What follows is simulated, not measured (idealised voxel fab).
Process module in this document: voxel released beams
Square cells of 5 nm make up the cross-section cut, whose width is 145 nm.
Just so we're on the same page, the cross-sections are grids of square cells, and they're listed out in bands top to bottom, each band one or more rows deep.
Band: top and bottom heights (nm) first, top before bottom; then materials from left to right, widths in nm. "full width" marks a sole material filling the band edge to edge. "empty" denotes empty space.
Heads up on the height convention: 0 is the point under which the incoming wafer is all one material, and the lowest band has no bottom, it just keeps going down, like "0 nm and below".
A width given as "30 to 40" starts at the first number in the band's top row and ends at the second number in its bottom row, shifting by an equal amount at every step from row to row.
Key: "no alterations made" - step with no changed cell in the cross-section.
If an empty space has no open way to the top and is at least 8 cells in size, "Enclosed empty spaces" lists it, written width x height at distance, where distance is measured from the left edge and every value is in nm.
What comes after the settings on a step's line is commentary from the simulator itself on that step.
"overlay nm", when on a step's line for a step with a mask, measures how far to the right of its planned place the mask lay; a negative measure means to the left.
THESE ARE THE STEPS WE PLANNED FOR THE PROCESS
step 1: RECEIVE with material Si
step 2: CONFORMAL_DEP with material Al2O3, thk nm 5
step 3: DIRECTIONAL_DEP with material SiO2, thk nm 20
step 4: DIRECTIONAL_DEP with material aC, thk nm 10
step 5: PATTERN with tone open, mask id ANCHOR, material resist, width nm 25, thk nm 30, overlay nm 0
step 6: DIRECTIONAL_ETCH with etch materials aC, depth nm 10
step 7: STRIP with etch materials resist
step 8: DIRECTIONAL_ETCH with etch materials SiO2, depth nm 20
step 9: STRIP with etch materials aC
step 10: CONFORMAL_DEP with material polySi, thk nm 10
step 11: DIRECTIONAL_DEP with material aC, thk nm 15
step 12: PATTERN with tone cover, mask id BEAM, material resist, width nm 80, thk nm 30, overlay nm 0
step 13: DIRECTIONAL_ETCH with etch materials aC, depth nm 15
step 14: STRIP with etch materials resist
step 15: DIRECTIONAL_ETCH with etch materials polySi, depth nm 10
step 16: STRIP with etch materials aC
step 17: STRIP with etch materials SiO2
BELOW: THE FIRST OF TWO WAFERS, RUN AS PLANNED
AS-RECEIVED WAFER CROSS-SECTION (AFTER STEP 1)
	0 nm and below: Si full width
	Enclosed empty spaces: none
THE WAFER, SEEN IN CROSS-SECTION, AFTER STEP 2
	5 nm to 0 nm: Al2O3 full width
	Under the height 0 nothing was changed.
THE WAFER, SEEN IN CROSS-SECTION, AFTER STEP 3
	25 nm to 5 nm: SiO2 full width
	Under the height 5 nothing was changed.
THE WAFER, SEEN IN CROSS-SECTION, AFTER STEP 4
	35 nm to 25 nm: aC full width
	Under the height 25 nothing was changed.
THE WAFER, SEEN IN CROSS-SECTION, AFTER STEP 5
	65 nm to 35 nm: 35 of resist | 25 of empty | 85 of resist
	Under the height 35 nothing was changed.
THE WAFER, SEEN IN CROSS-SECTION, AFTER STEP 6
	55 nm to 35 nm: 35 of resist | 25 of empty | 85 of resist
	35 nm to 25 nm: 35 of aC | 25 of empty | 85 of aC
	Under the height 25 nothing was changed.
THE WAFER, SEEN IN CROSS-SECTION, AFTER STEP 7
	35 nm to 25 nm: 35 of aC | 25 of empty | 85 of aC
	Under the height 25 nothing was changed.
THE WAFER, SEEN IN CROSS-SECTION, AFTER STEP 8
	35 nm to 25 nm: 35 of aC | 25 of empty | 85 of aC
	25 nm to 5 nm: 35 of SiO2 | 25 of empty | 85 of SiO2
	Under the height 5 nothing was changed.
THE WAFER, SEEN IN CROSS-SECTION, AFTER STEP 9
	25 nm to 5 nm: 35 of SiO2 | 25 of empty | 85 of SiO2
	Under the height 5 nothing was changed.
THE WAFER, SEEN IN CROSS-SECTION, AFTER STEP 10
	35 nm to 25 nm: 45 of polySi | 5 of empty | 95 of polySi
	25 nm to 15 nm: 35 of SiO2 | 10 of polySi | 5 of empty | 10 of polySi | 85 of SiO2
	15 nm to 5 nm: 35 of SiO2 | 25 of polySi | 85 of SiO2
	Under the height 5 nothing was changed.
THE WAFER, SEEN IN CROSS-SECTION, AFTER STEP 11
	50 nm to 35 nm: 45 of aC | 5 of empty | 95 of aC
	35 nm to 30 nm: 45 of polySi | 5 of empty | 95 of polySi
	30 nm to 25 nm: 45 of polySi | 5 of aC | 95 of polySi
	25 nm to 15 nm: 35 of SiO2 | 10 of polySi | 5 of aC | 10 of polySi | 85 of SiO2
	Under the height 15 nothing was changed.
THE WAFER, SEEN IN CROSS-SECTION, AFTER STEP 12
	80 nm to 50 nm: 30 of empty | 80 of resist | 35 of empty
	50 nm to 35 nm: 45 of aC | 5 of resist | 95 of aC
	35 nm to 30 nm: 45 of polySi | 5 of resist | 95 of polySi
	Under the height 30 nothing was changed.
THE WAFER, SEEN IN CROSS-SECTION, AFTER STEP 13
	65 nm to 50 nm: 30 of empty | 80 of resist | 35 of empty
	50 nm to 35 nm: 30 of empty | 15 of aC | 5 of resist | 60 of aC | 35 of empty
	Under the height 35 nothing was changed.
THE WAFER, SEEN IN CROSS-SECTION, AFTER STEP 14
	50 nm to 35 nm: 30 of empty | 15 of aC | 5 of empty | 60 of aC | 35 of empty
	35 nm to 30 nm: 45 of polySi | 5 of empty | 95 of polySi
	Under the height 30 nothing was changed.
THE WAFER, SEEN IN CROSS-SECTION, AFTER STEP 15
	50 nm to 35 nm: 30 of empty | 15 of aC | 5 of empty | 60 of aC | 35 of empty
	35 nm to 30 nm: 30 of empty | 15 of polySi | 5 of empty | 60 of polySi | 35 of empty
	30 nm to 25 nm: 30 of empty | 15 of polySi | 5 of aC | 60 of polySi | 35 of empty
	Under the height 25 nothing was changed.
THE WAFER, SEEN IN CROSS-SECTION, AFTER STEP 16
	35 nm to 25 nm: 30 of empty | 15 of polySi | 5 of empty | 60 of polySi | 35 of empty
	25 nm to 15 nm: 35 of SiO2 | 10 of polySi | 5 of empty | 10 of polySi | 85 of SiO2
	Under the height 15 nothing was changed.
THE WAFER, SEEN IN CROSS-SECTION, AFTER STEP 17
	35 nm to 25 nm: 30 of empty | 15 of polySi | 5 of empty | 60 of polySi | 35 of empty
	25 nm to 15 nm: 35 of empty | 10 of polySi | 5 of empty | 10 of polySi | 85 of empty
	15 nm to 5 nm: 35 of empty | 25 of polySi | 85 of empty
	Under the height 5 nothing was changed.
THE REMAINING WAFER, SECOND OF THE TWO, STARTED LIKE THE FIRST AND WAS RUN TO THE SAME PLAN, EXCEPT THAT ONE MISTAKE WAS MADE ALONG THE WAY; THE TWO COINCIDE THROUGH STEP 1, INCLUSIVE
SECOND WAFER, SECTIONED VIEW, AT STEP 2'S PLANNED END TIME
	20 nm to 0 nm: SiO2 full width
	Under the height 0 nothing was changed.
SECOND WAFER, SECTIONED VIEW, AT STEP 3'S PLANNED END TIME
	25 nm to 20 nm: Al2O3 full width
	Under the height 20 nothing was changed.
SECOND WAFER, SECTIONED VIEW, AT STEP 4'S PLANNED END TIME
	35 nm to 25 nm: aC full width
	Under the height 25 nothing was changed.
SECOND WAFER, SECTIONED VIEW, AT STEP 5'S PLANNED END TIME
	65 nm to 35 nm: 35 of resist | 25 of empty | 85 of resist
	Under the height 35 nothing was changed.
SECOND WAFER, SECTIONED VIEW, AT STEP 6'S PLANNED END TIME
	55 nm to 35 nm: 35 of resist | 25 of empty | 85 of resist
	35 nm to 25 nm: 35 of aC | 25 of empty | 85 of aC
	Under the height 25 nothing was changed.
SECOND WAFER, SECTIONED VIEW, AT STEP 7'S PLANNED END TIME
	35 nm to 25 nm: 35 of aC | 25 of empty | 85 of aC
	Under the height 25 nothing was changed.
Second wafer, sectioned view, at step 8's planned end time: no alterations made
SECOND WAFER, SECTIONED VIEW, AT STEP 9'S PLANNED END TIME
	25 nm to 20 nm: Al2O3 full width
	Under the height 20 nothing was changed.
SECOND WAFER, SECTIONED VIEW, AT STEP 10'S PLANNED END TIME
	35 nm to 25 nm: polySi full width
	Under the height 25 nothing was changed.
SECOND WAFER, SECTIONED VIEW, AT STEP 11'S PLANNED END TIME
	50 nm to 35 nm: aC full width
	Under the height 35 nothing was changed.
SECOND WAFER, SECTIONED VIEW, AT STEP 12'S PLANNED END TIME
	80 nm to 50 nm: 30 of empty | 80 of resist | 35 of empty
	Under the height 50 nothing was changed.
SECOND WAFER, SECTIONED VIEW, AT STEP 13'S PLANNED END TIME
	65 nm to 50 nm: 30 of empty | 80 of resist | 35 of empty
	50 nm to 35 nm: 30 of empty | 80 of aC | 35 of empty
	Under the height 35 nothing was changed.
SECOND WAFER, SECTIONED VIEW, AT STEP 14'S PLANNED END TIME
	50 nm to 35 nm: 30 of empty | 80 of aC | 35 of empty
	Under the height 35 nothing was changed.
SECOND WAFER, SECTIONED VIEW, AT STEP 15'S PLANNED END TIME
	50 nm to 35 nm: 30 of empty | 80 of aC | 35 of empty
	35 nm to 25 nm: 30 of empty | 80 of polySi | 35 of empty
	Under the height 25 nothing was changed.
SECOND WAFER, SECTIONED VIEW, AT STEP 16'S PLANNED END TIME
	35 nm to 25 nm: 30 of empty | 80 of polySi | 35 of empty
	Under the height 25 nothing was changed.
Second wafer, sectioned view, at step 17's planned end time: no alterations made
Misprocessing identified: plan vs actual: 2 and 3 interchanged
Count the cells at the end and the second wafer has more or fewer of some materials than the first: 116 more of SiO2; 16 fewer of polySi
